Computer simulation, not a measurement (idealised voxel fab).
This section sets out a process module, namely voxel self aligned contacts.
This is section cut - it's 265 nm across, gridded in 5 nm square cells.
For the purposes of this document, a cross-section shall be understood as a grid of square cells, specified as bands listed in top-to-bottom order, each band consisting of one or more rows of cells. The entry gives the band's vertical extent as a top height and a bottom height in nm, then its horizontal make-up as materials from left to right, each with a width in nm. "empty" stands for empty space; a single material marked "throughout" fills the band edge to edge. Height reference: 0 = level under which incoming wafer is all one material. Lowest band: no bottom, runs on downward, e.g. "0 -> down". When a width is written as two numbers, as in "30 to 40", the first number is the width in the top row of cells of the band and the second is the width in its bottom row, and the width changes by the same amount from each row to the next. Reading "identical to before" for a step: not a cell of the cross-section changed in it. In the "Sealed-off cavities" entry, you get each enclosed empty space of 8 cells or more, one with no open way to the top, written width x height at distance, distance from the left edge, in nm. Formally, on a step line, whatever follows the settings is a remark that the simulator itself makes on the step. The "overlay nm" setting may appear on a step's line; for a step that uses a mask, it gives how far to the right of its planned position the mask lay, and a negative value indicates the left.

These are the steps we planned for the process:
1) RECEIVE with material Si
2) OXIDIZE with depth nm 5
3) DIRECTIONAL_DEP with material polySi, thk nm 30
4) DIRECTIONAL_DEP with material SiN, thk nm 20
5) PATTERN with tone cover, mask id GATE, material resist, width nm 30, pitch nm 65, thk nm 20, overlay nm 0
6) DIRECTIONAL_ETCH with etch materials SiN, depth nm 20
7) DIRECTIONAL_ETCH with etch materials polySi, depth nm 30
8) STRIP with etch materials resist
9) CONFORMAL_DEP with material SiN, thk nm 10
10) DIRECTIONAL_ETCH with etch materials SiN, depth nm 10
11) FILL_DEP with material SiO2, thk nm 15
12) CMP with height nm 55
13) DIRECTIONAL_DEP with material aC, thk nm 15
14) PATTERN with tone open, mask id CONTACT, material resist, width nm 45, thk nm 30, overlay nm 0
15) DIRECTIONAL_ETCH with etch materials aC, depth nm 15
16) STRIP with etch materials resist
17) DIRECTIONAL_ETCH with etch materials SiO2, depth nm 60
18) STRIP with etch materials aC
19) CONFORMAL_DEP with material TiN, thk nm 5
20) FILL_DEP with material Ru, thk nm 10
21) CMP with height nm 55
22) CONFORMAL_DEP with material SiN, thk nm 5

Step 1 complete: cross-section of the wafer as received:
> 0 -> down = Si throughout
> Sealed-off cavities: none

First of two wafers, end-of-module section, run followed plan:
> 60 -> 55 = SiN throughout
> 55 -> 50 = SiO2 (110) | TiN (20) | Ru (5) | TiN (20) | SiO2 (110)
> 50 -> 30 = SiO2 (75) | SiN (50) | TiN (5) | Ru (5) | TiN (5) | SiN (50) | SiO2 (75)
> 30 -> 0 = SiO2 (75) | SiN (10) | polySi (30) | SiN (10) | TiN (5) | Ru (5) | TiN (5) | SiN (10) | polySi (30) | SiN (10) | SiO2 (75)
> 0 -> -5 = SiO2 (125) | TiN (15) | SiO2 (125)
> -5 -> down = Si throughout
> Sealed-off cavities: none

Cross-section at end of module for the second wafer of two, which matched the first in starting point and plan and differed by one mistake in its processing:
> 60 -> 55 = SiN throughout
> 55 -> 50 = SiO2 (110) | TiN (20) | Ru (5) | TiN (20) | SiO2 (110)
> 50 -> 25 = SiO2 (75) | SiN (10) | polySi (30) | SiN (10) | TiN (5) | Ru (5) | TiN (5) | SiN (10) | polySi (30) | SiN (10) | SiO2 (75)
> 25 -> 20 = SiO2 (75) | SiN (10) | polySi (30) | SiN (10) | TiN (15) | SiN (10) | polySi (30) | SiN (10) | SiO2 (75)
> 20 -> 0 = SiN throughout
> 0 -> -5 = SiO2 throughout
> -5 -> down = Si throughout
> Sealed-off cavities: none
Processing error: the intended sequence of steps 3 and 4 was reversed during processing, with each occupying the position of the other
End of process, cell counts, second wafer against first, materials with more or fewer: -5 Ru | +132 SiN | -117 SiO2 | -10 TiN
